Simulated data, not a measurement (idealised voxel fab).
The document below concerns the process module designated voxel released beams.
The width of the displayed cross-section, cut, is 155 nm; its cells are square, with a size of 5 nm.
Throughout this document, each cross-section is represented as a grid of square cells and is presented as a sequence of bands enumerated from the top downward, where a band comprises one or more rows of cells.
Heads up on the band format: heights come first, top then bottom, in nm. After that it's the materials left to right, each with its width in nm. A single material flagged "full width" fills the whole band edge to edge, and "blank" means there's empty space there.
A quick word on heights: they are counted from 0, and under that level the wafer as it came to us is one material throughout. The lowest band is different from the rest in having no bottom; it simply continues downward, written as in "0 down".
A two-number width, for instance "30 to 40", indicates that the width is equal to the first number in the top row of the band and to the second number in the bottom row, and that it changes by a constant amount per row of cells.
"nothing different", as given for a step, is the statement that not any cell of the cross-section underwent a change during that step.
For the entry "Entrapped voids", the listed items are empty spaces with no open way to the top whose size is 8 cells or more; each item follows the pattern width x height at distance, where distance is from the left edge and all three are in nm.
On each step's line, the part that comes after the settings is the simulator's own comment on the step.
overlay nm: how far to the right of its planned place the mask lay on this masked step (negative: to the left).
Planned step list for the process
step 1: op RECEIVE | material Si
step 2: op CONFORMAL_DEP | material SiN | thk nm 10
step 3: op DIRECTIONAL_DEP | material SiO2 | thk nm 20
step 4: op PATTERN | tone open | mask id ANCHOR | material resist | width nm 45 | thk nm 20 | overlay nm 0
step 5: op DIRECTIONAL_ETCH | etch materials SiO2 | depth nm 20
step 6: op STRIP | etch materials resist
step 7: op CONFORMAL_DEP | material TiN | thk nm 5
step 8: op MASKED_ETCH | tone cover | mask id BEAM | width nm 110 | etch materials TiN | depth nm 15 | overlay nm 0
step 9: op STRIP | etch materials SiO2
Wafer-to-wafer difference: thk nm, step 7. Common start. Plan = first wafer's value.
Cross-sectional view of the first of several wafers in the as-received condition, corresponding to the state following step 1
* 0 down = Si full width
* Entrapped voids: none
The table below has one row for each wafer; a row shows, as of the end of the module, how many cells of each material the wafer has gained, marked (+), or lost, marked (-), since it was received, and then the wafer's closed voids
thk nm 5; +62 SiN; +30 TiN; Entrapped voids: none
thk nm 10; +62 SiN; +60 TiN; Entrapped voids: none
thk nm 15; +62 SiN; +90 TiN; Entrapped voids: none
thk nm 20; +62 SiN; +88 SiO2; +129 TiN; Entrapped voids: none
thk nm 25; +62 SiN; +88 SiO2; +164 TiN; Entrapped voids: none
thk nm 30; +62 SiN; +88 SiO2; +195 TiN; Entrapped voids: none
